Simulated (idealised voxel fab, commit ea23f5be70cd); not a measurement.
Process module heading - voxel capacitor over wiring
The width of the displayed cross-section, cut, is 225 nm; its cells are square, with a size of 5 nm.
We lay out every cross-section as a grid of square cells and spell it out in bands from the top down, where one band means one or more rows of cells. Top, bottom (nm), then materials left to right with widths (nm); lone material tagged "everywhere" fills the whole band edge to edge; "air" = empty space. Measure heights from 0. That's the level where, below it, the as-received wafer is all one material. The lowest band is bottomless and extends downward; write it as in "top 0, no bottom". Graded width ("30 to 40"): value in top row of band = first number; value in bottom row = second number; row-to-row change constant. "identical to before", as given for a step, is the statement that not any cell of the cross-section underwent a change during that step. For the entry "Sealed void inventory", the listed items are empty spaces with no open way to the top whose size is 8 cells or more; each item follows the pattern width x height at distance, where distance is from the left edge and all three are in nm. Step line, after settings: the simulator's comment on this step. "overlay nm" on a masked step: distance the mask lay right of its planned place, negative for left.

-- Planned process steps
1) op RECEIVE | material Si
2) op CONFORMAL_DEP | material SiO2 | thk nm 10
3) op CONFORMAL_DEP | material SiCN | thk nm 5
4) op DIRECTIONAL_DEP | material SiO2 | thk nm 20
5) op PATTERN | tone open | mask id METAL_1 | material resist | width nm 30 | pitch nm 100 | thk nm 20 | overlay nm 0
6) op DIRECTIONAL_ETCH | etch materials SiO2 | depth nm 20
7) op DIRECTIONAL_ETCH | etch materials SiCN | depth nm 5
8) op STRIP | etch materials resist
9) op CONFORMAL_DEP | material TiN | thk nm 5
10) op FILL_DEP | material Cu | thk nm 10
11) op CMP | height nm 35
12) op EPI | material Ru | thk nm 5
13) op FILL_DEP | material SiCN | thk nm 5
14) op DIRECTIONAL_DEP | material lowk | thk nm 20
15) op PATTERN | tone open | mask id PLUG_1 | material resist | width nm 15 | thk nm 20 | overlay nm 0
16) op DIRECTIONAL_ETCH | etch materials lowk | depth nm 20
17) op DIRECTIONAL_ETCH | etch materials SiCN | depth nm 5
18) op STRIP | etch materials resist
19) op CONFORMAL_DEP | material TiN | thk nm 5
20) op FILL_DEP | material W | thk nm 10
21) op CMP | height nm 65
22) op DIRECTIONAL_DEP | material TiN | thk nm 10
23) op DIRECTIONAL_DEP | material Al2O3 | thk nm 5
24) op DIRECTIONAL_DEP | material TiN | thk nm 5
25) op MASKED_ETCH | tone cover | mask id UPPER_PLATE | width nm 75 | etch materials TiN | depth nm 5 | overlay nm 0
26) op MASKED_ETCH | tone cover | mask id UPPER_PLATE | width nm 75 | etch materials Al2O3 | depth nm 5 | overlay nm 0
27) op PATTERN | tone cover | mask id LOWER_PLATE | material resist | width nm 85 | thk nm 15 | overlay nm 0
28) op DIRECTIONAL_ETCH | etch materials TiN | depth nm 10
29) op STRIP | etch materials resist
30) op FILL_DEP | material SiO2 | thk nm 20
31) op CMP | height nm 100
32) op PATTERN | tone open | mask id PLUG_2 | material resist | width nm 15 | thk nm 15 | overlay nm 0
33) op DIRECTIONAL_ETCH | etch materials SiO2 | depth nm 15
34) op STRIP | etch materials resist
35) op CONFORMAL_DEP | material TiN | thk nm 5
36) op FILL_DEP | material W | thk nm 10
37) op CMP | height nm 100
38) op CONFORMAL_DEP | material SiN | thk nm 5

-- The following pertains to the first of two wafers, which was processed as planned

-- Shown in cross-section is the wafer as received, that is, as it stands after step 1
> top 0, no bottom: Si everywhere
> Sealed void inventory: none

-- Cross-section of the wafer subsequent to step 2
> top 10, bottom 0: SiO2 everywhere
> All layers under 0 are left as they were.

-- Cross-section of the wafer subsequent to step 3
> top 15, bottom 10: SiCN everywhere
> All layers under 10 are left as they were.

-- Cross-section of the wafer subsequent to step 4
> top 35, bottom 15: SiO2 everywhere
> All layers under 15 are left as they were.

-- Cross-section of the wafer subsequent to step 5
> top 55, bottom 35: resist=45  air=30  resist=70  air=30  resist=50
> All layers under 35 are left as they were.

-- Cross-section of the wafer subsequent to step 6
> top 55, bottom 35: resist=45  air=30  resist=70  air=30  resist=50
> top 35, bottom 15: SiO2=45  air=30  SiO2=70  air=30  SiO2=50
> All layers under 15 are left as they were.

-- Cross-section of the wafer subsequent to step 7
> top 55, bottom 35: resist=45  air=30  resist=70  air=30  resist=50
> top 35, bottom 15: SiO2=45  air=30  SiO2=70  air=30  SiO2=50
> top 15, bottom 10: SiCN=45  air=30  SiCN=70  air=30  SiCN=50
> All layers under 10 are left as they were.

-- Cross-section of the wafer subsequent to step 8
> top 35, bottom 15: SiO2=45  air=30  SiO2=70  air=30  SiO2=50
> All layers under 15 are left as they were.

-- Cross-section of the wafer subsequent to step 9
> top 40, bottom 35: TiN=50  air=20  TiN=80  air=20  TiN=55
> top 35, bottom 15: SiO2=45  TiN=5  air=20  TiN=5  SiO2=70  TiN=5  air=20  TiN=5  SiO2=50
> top 15, bottom 10: SiCN=45  TiN=30  SiCN=70  TiN=30  SiCN=50
> All layers under 10 are left as they were.

-- Cross-section of the wafer subsequent to step 10
> top 50, bottom 40: Cu everywhere
> top 40, bottom 35: TiN=50  Cu=20  TiN=80  Cu=20  TiN=55
> top 35, bottom 15: SiO2=45  TiN=5  Cu=20  TiN=5  SiO2=70  TiN=5  Cu=20  TiN=5  SiO2=50
> All layers under 15 are left as they were.

-- Cross-section of the wafer subsequent to step 11
> top 35, bottom 15: SiO2=45  TiN=5  Cu=20  TiN=5  SiO2=70  TiN=5  Cu=20  TiN=5  SiO2=50
> All layers under 15 are left as they were.

-- Cross-section of the wafer subsequent to step 12
> top 40, bottom 35: air=40  Ru=40  air=60  Ru=40  air=45
> All layers under 35 are left as they were.

-- Cross-section of the wafer subsequent to step 13
> top 45, bottom 40: SiCN everywhere
> top 40, bottom 35: SiCN=40  Ru=40  SiCN=60  Ru=40  SiCN=45
> All layers under 35 are left as they were.

-- Cross-section of the wafer subsequent to step 14
> top 65, bottom 45: lowk everywhere
> All layers under 45 are left as they were.

-- Cross-section of the wafer subsequent to step 15
> top 85, bottom 65: resist=60  air=15  resist=150
> All layers under 65 are left as they were.

-- Cross-section of the wafer subsequent to step 16
> top 85, bottom 65: resist=60  air=15  resist=150
> top 65, bottom 45: lowk=60  air=15  lowk=150
> All layers under 45 are left as they were.

-- Cross-section of the wafer subsequent to step 17
> top 85, bottom 65: resist=60  air=15  resist=150
> top 65, bottom 45: lowk=60  air=15  lowk=150
> top 45, bottom 40: SiCN=60  air=15  SiCN=150
> All layers under 40 are left as they were.

-- Cross-section of the wafer subsequent to step 18
> top 65, bottom 45: lowk=60  air=15  lowk=150
> All layers under 45 are left as they were.

-- Cross-section of the wafer subsequent to step 19
> top 70, bottom 65: TiN=65  air=5  TiN=155
> top 65, bottom 45: lowk=60  TiN=5  air=5  TiN=5  lowk=150
> top 45, bottom 40: SiCN=60  TiN=15  SiCN=150
> All layers under 40 are left as they were.

-- Cross-section of the wafer subsequent to step 20
> top 80, bottom 70: W everywhere
> top 70, bottom 65: TiN=65  W=5  TiN=155
> top 65, bottom 45: lowk=60  TiN=5  W=5  TiN=5  lowk=150
> All layers under 45 are left as they were.

-- Cross-section of the wafer subsequent to step 21
> top 65, bottom 45: lowk=60  TiN=5  W=5  TiN=5  lowk=150
> All layers under 45 are left as they were.

-- Cross-section of the wafer subsequent to step 22
> top 75, bottom 65: TiN everywhere
> All layers under 65 are left as they were.

-- Cross-section of the wafer subsequent to step 23
> top 80, bottom 75: Al2O3 everywhere
> All layers under 75 are left as they were.

-- Cross-section of the wafer subsequent to step 24
> top 85, bottom 80: TiN everywhere
> All layers under 80 are left as they were.

-- Cross-section of the wafer subsequent to step 25
> top 85, bottom 80: air=60  TiN=75  air=90
> All layers under 80 are left as they were.

-- Cross-section of the wafer subsequent to step 26
> top 85, bottom 80: air=60  TiN=75  air=90
> top 80, bottom 75: air=60  Al2O3=75  air=90
> All layers under 75 are left as they were.

-- Cross-section of the wafer subsequent to step 27
> top 100, bottom 85: air=55  resist=85  air=85
> top 85, bottom 80: air=55  resist=5  TiN=75  resist=5  air=85
> top 80, bottom 75: air=55  resist=5  Al2O3=75  resist=5  air=85
> All layers under 75 are left as they were.

-- Cross-section of the wafer subsequent to step 28
> top 100, bottom 85: air=55  resist=85  air=85
> top 85, bottom 80: air=55  resist=5  TiN=75  resist=5  air=85
> top 80, bottom 75: air=55  resist=5  Al2O3=75  resist=5  air=85
> top 75, bottom 65: air=55  TiN=85  air=85
> All layers under 65 are left as they were.

-- Cross-section of the wafer subsequent to step 29
> top 85, bottom 80: air=60  TiN=75  air=90
> top 80, bottom 75: air=60  Al2O3=75  air=90
> All layers under 75 are left as they were.

-- Cross-section of the wafer subsequent to step 30
> top 105, bottom 85: SiO2 everywhere
> top 85, bottom 80: SiO2=60  TiN=75  SiO2=90
> top 80, bottom 75: SiO2=60  Al2O3=75  SiO2=90
> top 75, bottom 65: SiO2=55  TiN=85  SiO2=85
> All layers under 65 are left as they were.

-- Cross-section of the wafer subsequent to step 31
> top 100, bottom 85: SiO2 everywhere
> All layers under 85 are left as they were.

-- Cross-section of the wafer subsequent to step 32
> top 115, bottom 100: resist=70  air=15  resist=140
> All layers under 100 are left as they were.

-- Cross-section of the wafer subsequent to step 33
> top 115, bottom 100: resist=70  air=15  resist=140
> top 100, bottom 85: SiO2=70  air=15  SiO2=140
> All layers under 85 are left as they were.

-- Cross-section of the wafer subsequent to step 34
> top 100, bottom 85: SiO2=70  air=15  SiO2=140
> All layers under 85 are left as they were.

-- Cross-section of the wafer subsequent to step 35
> top 105, bottom 100: TiN=75  air=5  TiN=145
> top 100, bottom 90: SiO2=70  TiN=5  air=5  TiN=5  SiO2=140
> top 90, bottom 80: SiO2=70 to 60  TiN=15 to 75  SiO2=140 to 90
> All layers under 80 are left as they were.

-- Cross-section of the wafer subsequent to step 36
> top 115, bottom 105: W everywhere
> top 105, bottom 100: TiN=75  W=5  TiN=145
> top 100, bottom 90: SiO2=70  TiN=5  W=5  TiN=5  SiO2=140
> All layers under 90 are left as they were.

-- Cross-section of the wafer subsequent to step 37
> top 100, bottom 90: SiO2=70  TiN=5  W=5  TiN=5  SiO2=140
> All layers under 90 are left as they were.

-- Cross-section of the wafer subsequent to step 38
> top 105, bottom 100: SiN everywhere
> All layers under 100 are left as they were.

-- Wafer two. Same start, same plan, one slip in execution. Same as wafer one through step 31, inclusive

-- At the planned end of step 32, the second wafer in cross-section
> top 115, bottom 100: air=70  resist=15  air=140
> All layers under 100 are left as they were.

-- At the planned end of step 33, the second wafer in cross-section
> top 115, bottom 100: air=70  resist=15  air=140
> top 100, bottom 85: air=70  SiO2=15  air=140
> All layers under 85 are left as they were.

-- At the planned end of step 34, the second wafer in cross-section
> top 100, bottom 85: air=70  SiO2=15  air=140
> All layers under 85 are left as they were.

-- At the planned end of step 35, the second wafer in cross-section
> top 105, bottom 100: air=65  TiN=25  air=135
> top 100, bottom 90: air=65  TiN=5  SiO2=15  TiN=5  air=135
> top 90, bottom 85: TiN=70  SiO2=15  TiN=140
> All layers under 85 are left as they were.

-- At the planned end of step 36, the second wafer in cross-section
> top 115, bottom 105: W everywhere
> top 105, bottom 100: W=65  TiN=25  W=135
> top 100, bottom 90: W=65  TiN=5  SiO2=15  TiN=5  W=135
> All layers under 90 are left as they were.

-- At the planned end of step 37, the second wafer in cross-section
> top 100, bottom 90: W=65  TiN=5  SiO2=15  TiN=5  W=135
> All layers under 90 are left as they were.

-- At the planned end of step 38, the second wafer in cross-section
> top 105, bottom 100: SiN everywhere
> All layers under 100 are left as they were.
What was done differently from what was planned? step 32 ran differently from the plan; actual operation with settings: op PATTERN | tone cover | mask id PLUG_2 | material resist | width nm 15 | thk nm 15 | overlay nm 0
Final cells, second wafer relative to first, materials higher or lower: -117 SiO2; +39 TiN; +78 W
